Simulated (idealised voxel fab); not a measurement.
Name of the process module below: voxel quadruple lines
cross-section cut | 290 nm wide | cells 5 nm
A cross-section in this document is a grid of square cells, and it is written down as bands, the top band listed before the ones below it; a band is made up of one or more rows of cells.
This entry defines a band. It first specifies the height of the band's top and the height of its bottom in nm, and then specifies the band's materials from left to right, stating each material with its width in nm. The word "everywhere" identifies a single material that fills the band from edge to edge, while the word "empty" identifies empty space.
A quick word on heights: they are counted from 0, and under that level the wafer as it came to us is one material throughout. The lowest band is different from the rest in having no bottom; it simply continues downward, written as in "z 0 and below".
Width: "30 to 40" (first number = top row, second number = bottom row, same change from row to row of cells).
For the purposes of this document, the phrase "no modification" attached to a step denotes that no cell within the cross-section was modified by that step.
In "Sealed internal voids" the enclosed voids are listed, meaning empty spaces of 8 cells or larger without any opening to the top. The form is width x height at distance, distance from the left edge, units nm.
On a step's line, text after the settings is the simulator commenting on that step.
overlay nm: how far to the right of its planned place the mask lay on this masked step (negative: to the left).

So here's the lineup of process steps we planned
1. RECEIVE,material Si
2. CONFORMAL_DEP,material Al2O3,thk nm 10
3. DIRECTIONAL_DEP,material Ru,thk nm 15
4. DIRECTIONAL_DEP,material polySi,thk nm 20
5. DIRECTIONAL_DEP,material aC,thk nm 20
6. PATTERN,tone cover,mask id MANDREL,material resist,width nm 25,thk nm 30,overlay nm 0
7. DIRECTIONAL_ETCH,etch materials aC,depth nm 20
8. STRIP,etch materials resist
9. CONFORMAL_DEP,material SiO2,thk nm 15
10. DIRECTIONAL_ETCH,etch materials SiO2,depth nm 15
11. STRIP,etch materials aC
12. DIRECTIONAL_ETCH,etch materials polySi,depth nm 20
13. STRIP,etch materials SiO2
14. CONFORMAL_DEP,material SiN,thk nm 5
15. DIRECTIONAL_ETCH,etch materials SiN,depth nm 5
16. STRIP,etch materials polySi
17. DIRECTIONAL_ETCH,etch materials Ru,depth nm 15
18. STRIP,etch materials SiN
19. FILL_DEP,material lowk,thk nm 5
20. CMP,height nm 25

Wafer cross-section on receipt, i.e. after step 1
- z 0 and below: Si everywhere
- Sealed internal voids: none

Cross-section, end of module. Start: as above. Plan: as above. Execution: one mistake
- z 25 to 10: 120 of lowk; 5 of Ru; 15 of lowk; 5 of Ru; 15 of lowk; 5 of Ru; 15 of lowk; 5 of Ru; 105 of lowk
- z 10 to 0: Al2O3 everywhere
- z 0 and below: Si everywhere
- Sealed internal voids: none
Where did the run depart from the plan? step 6 ran as: PATTERN,tone cover,mask id MANDREL,material resist,width nm 25,thk nm 30,overlay nm 10
